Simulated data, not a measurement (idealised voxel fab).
Process module name: voxel gate over fins
The cross-section shown here is cut; it is 300 nm wide and divided into square cells measuring 5 nm on a side.
Cross-section, as written here: a square-cell grid given band by band from the top down, where a band holds one or more rows of cells. Quick guide to a band line: top height, bottom height (nm) up front; then every material left to right with its width in nm. Only one material and it's marked "throughout"? Then it fills the band edge to edge. And "blank" just means empty space. Convention: height 0 is the level below which the wafer, as received, is all one material. The lowest band does not terminate at the bottom but continues downward, represented as "0 down". A width given as "30 to 40" starts at the first number in the band's top row and ends at the second number in its bottom row, shifting by an equal amount at every step from row to row. A step reported as "remains unaltered" is a step in which no cell of the cross-section changed. Under "Closed internal voids" you'll find the enclosed gaps, the ones with no way out to the top, that are 8 cells or bigger; each reads width x height at distance, with distance counted from the left edge, everything in nm. Step line, after settings: the simulator's comment on this step. A step line may carry the setting "overlay nm", which, for steps involving a mask, states the distance by which the mask lay to the right of its intended position; negative values denote displacement to the left.
### So here's the lineup of process steps we planned
step 1: RECEIVE [material Si]
step 2: CONFORMAL_DEP [material SiN] [thk nm 10]
step 3: DIRECTIONAL_DEP [material aC] [thk nm 15]
step 4: PATTERN [tone cover] [mask id FINS] [material resist] [width nm 15] [pitch nm 40] [thk nm 35] [overlay nm 0]
step 5: DIRECTIONAL_ETCH [etch materials aC] [depth nm 15]
step 6: STRIP [etch materials resist]
step 7: DIRECTIONAL_ETCH [etch materials SiN] [depth nm 10]
step 8: DIRECTIONAL_ETCH [etch materials Si] [depth nm 30]
step 9: STRIP [etch materials aC]
step 10: OXIDIZE [depth nm 5]
step 11: FILL_DEP [material SiO2] [thk nm 5]
step 12: CMP [height nm 10]
step 13: SELECTIVE_ETCH [etch materials SiO2] [depth nm 25]
step 14: STRIP [etch materials SiN]
step 15: CONFORMAL_DEP [material HfO2] [thk nm 5]
step 16: CONFORMAL_DEP [material TiN] [thk nm 5]
step 17: FILL_DEP [material W] [thk nm 15]
step 18: CMP [height nm 20]
step 19: CONFORMAL_DEP [material SiCN] [thk nm 10]
### Step 1 complete: cross-section of the wafer as received
    0 down = Si throughout
    Closed internal voids: none
### Cross-section: first of two wafers, module finished, run according to plan
    30 to 20 = SiCN throughout
    20 to 10 = W throughout
    10 to 5 = 95 W | 25 TiN | 15 W | 25 TiN | 15 W | 25 TiN | 100 W
    5 to 0 = 95 W | 5 TiN | 15 HfO2 | 5 TiN | 15 W | 5 TiN | 15 HfO2 | 5 TiN | 15 W | 5 TiN | 15 HfO2 | 5 TiN | 100 W
    0 to -5 = 95 W | 5 TiN | 5 HfO2 | 5 Si | 5 HfO2 | 5 TiN | 15 W | 5 TiN | 5 HfO2 | 5 Si | 5 HfO2 | 5 TiN | 15 W | 5 TiN | 5 HfO2 | 5 Si | 5 HfO2 | 5 TiN | 100 W
    -5 to -10 = 100 TiN | 5 HfO2 | 5 Si | 5 HfO2 | 25 TiN | 5 HfO2 | 5 Si | 5 HfO2 | 25 TiN | 5 HfO2 | 5 Si | 5 HfO2 | 105 TiN
    -10 to -15 = 105 HfO2 | 5 Si | 35 HfO2 | 5 Si | 35 HfO2 | 5 Si | 110 HfO2
    -15 to -35 = 105 SiO2 | 5 Si | 35 SiO2 | 5 Si | 35 SiO2 | 5 Si | 110 SiO2
    -35 down = Si throughout
    Closed internal voids: none
### Here is the second of the two wafers cut open at the end of the module - same start, same plan as the first one, but we made one mistake running it
    30 to 20 = SiCN throughout
    20 to 10 = W throughout
    10 to 5 = 95 W | 25 HfO2 | 15 W | 25 HfO2 | 15 W | 25 HfO2 | 100 W
    5 to 0 = 95 W | 5 HfO2 | 15 TiN | 5 HfO2 | 15 W | 5 HfO2 | 15 TiN | 5 HfO2 | 15 W | 5 HfO2 | 15 TiN | 5 HfO2 | 100 W
    0 to -5 = 95 W | 5 HfO2 | 5 TiN | 5 Si | 5 TiN | 5 HfO2 | 15 W | 5 HfO2 | 5 TiN | 5 Si | 5 TiN | 5 HfO2 | 15 W | 5 HfO2 | 5 TiN | 5 Si | 5 TiN | 5 HfO2 | 100 W
    -5 to -10 = 100 HfO2 | 5 TiN | 5 Si | 5 TiN | 25 HfO2 | 5 TiN | 5 Si | 5 TiN | 25 HfO2 | 5 TiN | 5 Si | 5 TiN | 105 HfO2
    -10 to -15 = 105 TiN | 5 Si | 35 TiN | 5 Si | 35 TiN | 5 Si | 110 TiN
    -15 to -35 = 105 SiO2 | 5 Si | 35 SiO2 | 5 Si | 35 SiO2 | 5 Si | 110 SiO2
    -35 down = Si throughout
    Closed internal voids: none
Processing error: step 15 ran in the slot meant for step 16, and vice versa
End check, second vs first wafer: material counts in cells match, positions do not.
